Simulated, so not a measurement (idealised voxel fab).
Documented hereafter: the process module known as voxel self aligned vias.
Cross-section cut spans 175 nm and uses square cells 5 nm in size.
Cross-sections here: square-cell grids, written as top-down lists of bands, a band being one or more rows of cells. Top, bottom (nm), then materials left to right with widths (nm); lone material tagged "edge to edge" fills the whole band edge to edge; "empty" = empty space. Measure heights from 0. That's the level where, below it, the as-received wafer is all one material. The lowest band is bottomless and extends downward; write it as in "0..down". Per-row width for "30 to 40": begins at first number (top row of band), ends at second number (bottom row), increment between rows held constant. Reading "everything unchanged" for a step: not a cell of the cross-section changed in it. The entry titled "Closed void catalog" provides the empty spaces that have no open way to the top, restricted to those of 8 cells or more. Each is presented as width x height at distance, the distance being measured from the left edge, with all three in nm. Where a step's line continues beyond its settings, the continuation is a remark by the simulator itself on that step. Regarding "overlay nm": on a step with a mask, it is the distance the mask lay to the right of its planned place; a negative value places it to the left.

# The planned process steps are enumerated hereunder
1,RECEIVE, material Si
2,CONFORMAL_DEP, material SiO2, thk nm 10
3,CONFORMAL_DEP, material SiCN, thk nm 5
4,DIRECTIONAL_DEP, material SiO2, thk nm 25
5,MASKED_ETCH, tone open, mask id LINES, width nm 25, pitch nm 65, etch materials SiO2, depth nm 25, overlay nm 0
6,CONFORMAL_DEP, material TiN, thk nm 5
7,FILL_DEP, material Ru, thk nm 5
8,CMP, height nm 40
9,SELECTIVE_ETCH, etch materials W Ru TiN, depth nm 5
10,FILL_DEP, material SiN, thk nm 5
11,CMP, height nm 40
12,DIRECTIONAL_DEP, material SiO2, thk nm 20
13,DIRECTIONAL_DEP, material aC, thk nm 15
14,PATTERN, tone open, mask id VIAS, material resist, width nm 35, thk nm 35, overlay nm 0
15,DIRECTIONAL_ETCH, etch materials aC, depth nm 15
16,STRIP, etch materials resist
17,DIRECTIONAL_ETCH, etch materials SiO2, depth nm 20
18,DIRECTIONAL_ETCH, etch materials SiN, depth nm 5
19,STRIP, etch materials aC
20,CONFORMAL_DEP, material TiN, thk nm 5
21,FILL_DEP, material Cu, thk nm 5
22,CMP, height nm 60
23,CONFORMAL_DEP, material SiCN, thk nm 5

# as received, after step 1
  0..down  Si edge to edge
  Closed void catalog: none

# Below is the wafer in cross-section after the module was completed. It began from the starting point shown above and followed the plan shown above, except that one mistake was made while running it
  65..60  SiCN edge to edge
  60..40  SiO2: 35, TiN: 5, Cu: 25, TiN: 5, SiO2: 105
  40..35  SiN: 35, TiN: 35, SiN: 105
  35..30  TiN: 45, Ru: 15, TiN: 50, Ru: 15, TiN: 50
  30..10  SiO2: 40, TiN: 5, Ru: 15, TiN: 5, SiO2: 40, TiN: 5, Ru: 15, TiN: 5, SiO2: 45
  10..5  SiO2: 40, TiN: 25, SiO2: 40, TiN: 25, SiO2: 45
  5..0  SiCN edge to edge
  0..down  Si edge to edge
  Closed void catalog: none
Error vs. plan: it should be noted that step 2 of the plan was omitted and was not performed
